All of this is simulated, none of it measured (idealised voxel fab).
You're looking at the process module voxel ribs on slabs.
FYI the section here is cut, 260 nm wide, cells are 5 nm squares.
For the purposes of this document, a cross-section shall be understood as a grid of square cells, specified as bands listed in top-to-bottom order, each band consisting of one or more rows of cells. It is stipulated that each band's entry specify, in nanometres, the height of the top of the band and then that of its bottom, followed by the materials of the band in left-to-right sequence, each together with its width in nanometres. A single material marked by the word "all across" is understood to fill the band from edge to edge; the word "air" is understood to denote empty space. The level at which height equals 0 is the one under which the wafer, as it arrives, is entirely one material. No lower edge exists for the bottom band, which continues downward and is notated as in "0 down". With a width like "30..40", each row of cells in the band differs from the next by the same amount, the top row carrying the first number and the bottom row the second. It should be understood that the words "no alteration", when stated for a given step, signify that the cross-section underwent no change in any of its cells during that step. The entry titled "Entrapped voids" provides the empty spaces that have no open way to the top, restricted to those of 8 cells or more. Each is presented as width x height at distance, the distance being measured from the left edge, with all three in nm. Heads up: the bit after the settings on a step's line is the simulator's remark on that step. "overlay nm" on a masked step: distance the mask lay right of its planned place, negative for left.
### Planned process steps
step 1: RECEIVE with material Si
step 2: DIRECTIONAL_DEP with material SiO2, thk nm 25
step 3: DIRECTIONAL_DEP with material SiN, thk nm 20
step 4: DIRECTIONAL_DEP with material aC, thk nm 15
step 5: PATTERN with tone cover, mask id RIB, material resist, width nm 25, thk nm 30, overlay nm 0
step 6: DIRECTIONAL_ETCH with etch materials aC, depth nm 15
step 7: STRIP with etch materials resist
step 8: DIRECTIONAL_ETCH with etch materials SiN, depth nm 15
step 9: STRIP with etch materials aC
step 10: DIRECTIONAL_DEP with material aC, thk nm 10
step 11: PATTERN with tone cover, mask id SLAB, material resist, width nm 75, thk nm 30, overlay nm 0
step 12: DIRECTIONAL_ETCH with etch materials aC, depth nm 10
step 13: STRIP with etch materials resist
step 14: DIRECTIONAL_ETCH with etch materials SiN, depth nm 5
step 15: STRIP with etch materials aC
step 16: FILL_DEP with material SiO2, thk nm 25
step 17: CMP with height nm 65
step 18: DIRECTIONAL_DEP with material TiN, thk nm 10
step 19: MASKED_ETCH with tone cover, mask id HEATER, width nm 35, etch materials TiN, depth nm 10, overlay nm 0
step 20: CONFORMAL_DEP with material SiO2, thk nm 5
### Cross-section: wafer on arrival = after step 1
* 0 down | Si all across
* Entrapped voids: none
### The cross-section shown corresponds to the wafer at the conclusion of the module. The initial structure and the process plan are those presented above; however, one mistake occurred in executing the plan
* 80 to 75 | air 105 nm | SiO2 45 nm | air 110 nm
* 75 to 70 | air 105 nm | SiO2 5 nm | TiN 35 nm | SiO2 5 nm | air 110 nm
* 70 to 65 | SiO2 110 nm | TiN 35 nm | SiO2 115 nm
* 65 to 45 | SiO2 all across
* 45 to 30 | SiO2 115 nm | SiN 25 nm | SiO2 120 nm
* 30 to 25 | SiO2 85 nm | SiN 85 nm | SiO2 90 nm
* 25 to 0 | SiO2 all across
* 0 down | Si all across
* Entrapped voids: none
What was the processing mistake? not per plan at step 11, really ran PATTERN with tone cover, mask id SLAB, material resist, width nm 85, thk nm 30, overlay nm 0
